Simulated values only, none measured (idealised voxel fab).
The name of this process module is voxel spacer lines.
Section shown: cut. Width: 300 nm. Cell size: 5 nm, square.
Cross-section layout: square cells on a grid; listed as bands, top to bottom; a band spans one or more cell rows.
The band entry comprises the height of the band's top followed by the height of its bottom, expressed in nm, and subsequently the band's materials from left to right, each stated together with its width in nm. Where a single material is marked with the word "full width", that material fills the band from edge to edge. The word "blank" represents empty space.
Beneath 0, the wafer as received is one material, and that level is where height counting begins. The lowest band goes on downward without a bottom; it is written like "z 0 and below".
Graded width ("30..40"): value in top row of band = first number; value in bottom row = second number; row-to-row change constant.
You'll sometimes find "nothing altered" written for a step, and that's the way of saying that nowhere in the cross-section did a cell change during that step.
Reported under the label "Enclosed cavities" are the empty spaces having no open way to the top and comprising 8 cells or more; the notation for each is width x height at distance, in which the distance is measured from the left edge and all three values are in nm.
On each step's line, the part that comes after the settings is the simulator's own comment on the step.
If you see "overlay nm" on a step's line and that step has a mask, it's telling you how far right of where it was planned the mask ended up; a negative number means it went left instead.

### Planned process steps
- 1: RECEIVE, material Si
- 2: CONFORMAL_DEP, material Al2O3, thk nm 10
- 3: DIRECTIONAL_DEP, material W, thk nm 15
- 4: DIRECTIONAL_DEP, material polySi, thk nm 25
- 5: PATTERN, tone cover, mask id MANDREL, material resist, width nm 15, pitch nm 50, thk nm 30, overlay nm 0
- 6: DIRECTIONAL_ETCH, etch materials polySi, depth nm 25
- 7: STRIP, etch materials resist
- 8: CONFORMAL_DEP, material SiO2, thk nm 10
- 9: DIRECTIONAL_ETCH, etch materials SiO2, depth nm 10
- 10: STRIP, etch materials polySi
- 11: DIRECTIONAL_ETCH, etch materials W, depth nm 15
- 12: STRIP, etch materials SiO2
- 13: FILL_DEP, material SiO2, thk nm 5
- 14: CMP, height nm 25
Keep in mind the plan's value for the width nm of step 5 comes from the first wafer; the wafers don't share that setting, but they do share the same starting point.

### Cut through the first of several wafers as received, post step 1
z 0 and below | Si full width
Enclosed cavities: none

### Here is the cross-section of the first of several wafers at the end of the module, after its last step, step 14
z 25 to 10 | SiO2 (105), then W (10), then SiO2 (15), then W (10), then SiO2 (15), then W (10), then SiO2 (15), then W (10), then SiO2 (110)
z 10 to 0 | Al2O3 full width
z 0 and below | Si full width
Enclosed cavities: none

### Cross-section at module completion, last wafer
z 25 to 10 | SiO2 (100), then W (10), then SiO2 (30), then W (20), then SiO2 (30), then W (10), then SiO2 (100)
z 10 to 0 | Al2O3 full width
z 0 and below | Si full width
Enclosed cavities: none

### Rows = wafers. At module end, each row lists per material the cells gained (+) or lost (-) since the wafer was received, then the closed voids
width nm 15, +120 Al2O3, +156 SiO2, +24 W, Enclosed cavities: none
width nm 20, +120 Al2O3, +156 SiO2, +24 W, Enclosed cavities: none
width nm 25, +120 Al2O3, +156 SiO2, +24 W, Enclosed cavities: none
width nm 30, +120 Al2O3, +156 SiO2, +24 W, Enclosed cavities: none
